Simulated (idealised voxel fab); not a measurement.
Process module under the name voxel gate over fins
Xsec cut, 245 nm wide, square cell size 5 nm.
A cross-section is written here as square cells arranged in a grid, and it is given in bands from the top down, each band taking up one or more rows of cells. What a band's entry tells you: where the top is and where the bottom is, as heights in nm, and after that what lies inside, material by material from left to right, each with its width in nm. Empty space is written as the word "blank", and a single material marked with the word "throughout" occupies the band from edge to edge. Zero point of the height axis is 0; under it, received wafer = one material. Lowest band: continues down indefinitely, "0 and below". The expression "30->40" gives the width at the extremes of the band, the first number at its top row of cells and the second at its bottom row, with the width changing by equal amounts from each row to the next in between. Where a step carries "no modification", the cross-section came out of it unchanged, cell for cell. Enclosed void list: empty space of 8 cells or more with no open way to the top, each as width x height at its distance from the left edge, in nm. On each step's line, the part that comes after the settings is the simulator's own comment on the step. A step's line can hold "overlay nm"; with a mask on that step, the setting says how far right of the planned place the mask lay, while a negative setting says it lay to the left.
Set out below are the planned steps of the process:
- 1: op RECEIVE | material Si
- 2: op CONFORMAL_DEP | material SiN | thk nm 5
- 3: op PATTERN | tone cover | mask id FINS | material resist | width nm 15 | pitch nm 45 | thk nm 20 | overlay nm 0
- 4: op DIRECTIONAL_ETCH | etch materials SiN | depth nm 5
- 5: op DIRECTIONAL_ETCH | etch materials Si | depth nm 40
- 6: op STRIP | etch materials resist
- 7: op FILL_DEP | material SiO2 | thk nm 10
- 8: op CMP | height nm 5
- 9: op SELECTIVE_ETCH | etch materials SiO2 | depth nm 20
- 10: op STRIP | etch materials SiN
- 11: op CONFORMAL_DEP | material HfO2 | thk nm 5
- 12: op CONFORMAL_DEP | material TiN | thk nm 5
- 13: op CONFORMAL_DEP | material TiAl | thk nm 5
- 14: op CONFORMAL_DEP | material TiN | thk nm 5
- 15: op FILL_DEP | material W | thk nm 10
- 16: op CMP | height nm 25
- 17: op CONFORMAL_DEP | material SiN | thk nm 10
Cross-section of the wafer upon arrival, representing the state reached after step 1:
  0 and below = Si throughout
  Enclosed void list: none
End-of-module XS, first of two wafers, run as planned:
  35 down to 25 = SiN throughout
  25 down to 20 = W throughout
  20 down to 15 = W 25 nm | TiN 190 nm | W 30 nm
  15 down to 10 = W 25 nm | TiN 5 nm | TiAl 180 nm | TiN 5 nm | W 30 nm
  10 down to 5 = W 25 nm | TiN 5 nm | TiAl 5 nm | TiN 35 nm | TiAl 10 nm | TiN 35 nm | TiAl 10 nm | TiN 35 nm | TiAl 10 nm | TiN 35 nm | TiAl 5 nm | TiN 5 nm | W 30 nm
  5 down to 0 = TiN 30 nm | TiAl 5 nm | TiN 5 nm | HfO2 25 nm | TiN 5 nm | TiAl 10 nm | TiN 5 nm | HfO2 25 nm | TiN 5 nm | TiAl 10 nm | TiN 5 nm | HfO2 25 nm | TiN 5 nm | TiAl 10 nm | TiN 5 nm | HfO2 25 nm | TiN 5 nm | TiAl 5 nm | TiN 35 nm
  0 down to -5 = TiAl 35 nm | TiN 5 nm | HfO2 5 nm | Si 15 nm | HfO2 5 nm | TiN 5 nm | TiAl 10 nm | TiN 5 nm | HfO2 5 nm | Si 15 nm | HfO2 5 nm | TiN 5 nm | TiAl 10 nm | TiN 5 nm | HfO2 5 nm | Si 15 nm | HfO2 5 nm | TiN 5 nm | TiAl 10 nm | TiN 5 nm | HfO2 5 nm | Si 15 nm | HfO2 5 nm | TiN 5 nm | TiAl 40 nm
  -5 down to -10 = TiN 40 nm | HfO2 5 nm | Si 15 nm | HfO2 5 nm | TiN 20 nm | HfO2 5 nm | Si 15 nm | HfO2 5 nm | TiN 20 nm | HfO2 5 nm | Si 15 nm | HfO2 5 nm | TiN 20 nm | HfO2 5 nm | Si 15 nm | HfO2 5 nm | TiN 45 nm
  -10 down to -15 = HfO2 45 nm | Si 15 nm | HfO2 30 nm | Si 15 nm | HfO2 30 nm | Si 15 nm | HfO2 30 nm | Si 15 nm | HfO2 50 nm
  -15 down to -40 = SiO2 45 nm | Si 15 nm | SiO2 30 nm | Si 15 nm | SiO2 30 nm | Si 15 nm | SiO2 30 nm | Si 15 nm | SiO2 50 nm
  -40 and below = Si throughout
  Enclosed void list: none
Wafer two (of two), end-of-module cross-section: start = wafer one, plan = wafer one, one run mistake:
  35 down to 25 = SiN throughout
  25 down to 15 = W throughout
  15 down to 5 = W 30 nm | TiN 180 nm | W 35 nm
  5 down to 0 = W 30 nm | TiN 10 nm | HfO2 25 nm | TiN 20 nm | HfO2 25 nm | TiN 20 nm | HfO2 25 nm | TiN 20 nm | HfO2 25 nm | TiN 10 nm | W 35 nm
  0 down to -10 = TiN 40 nm | HfO2 5 nm | Si 15 nm | HfO2 5 nm | TiN 20 nm | HfO2 5 nm | Si 15 nm | HfO2 5 nm | TiN 20 nm | HfO2 5 nm | Si 15 nm | HfO2 5 nm | TiN 20 nm | HfO2 5 nm | Si 15 nm | HfO2 5 nm | TiN 45 nm
  -10 down to -15 = HfO2 45 nm | Si 15 nm | HfO2 30 nm | Si 15 nm | HfO2 30 nm | Si 15 nm | HfO2 30 nm | Si 15 nm | HfO2 50 nm
  -15 down to -40 = SiO2 45 nm | Si 15 nm | SiO2 30 nm | Si 15 nm | SiO2 30 nm | Si 15 nm | SiO2 30 nm | Si 15 nm | SiO2 50 nm
  -40 and below = Si throughout
  Enclosed void list: none
Here's what went sideways: the plan's step 13 was left out and never carried out
Final wafer comparison in cells, second versus first, more or fewer per material: 73 fewer of TiAl, 18 more of TiN, 55 more of W
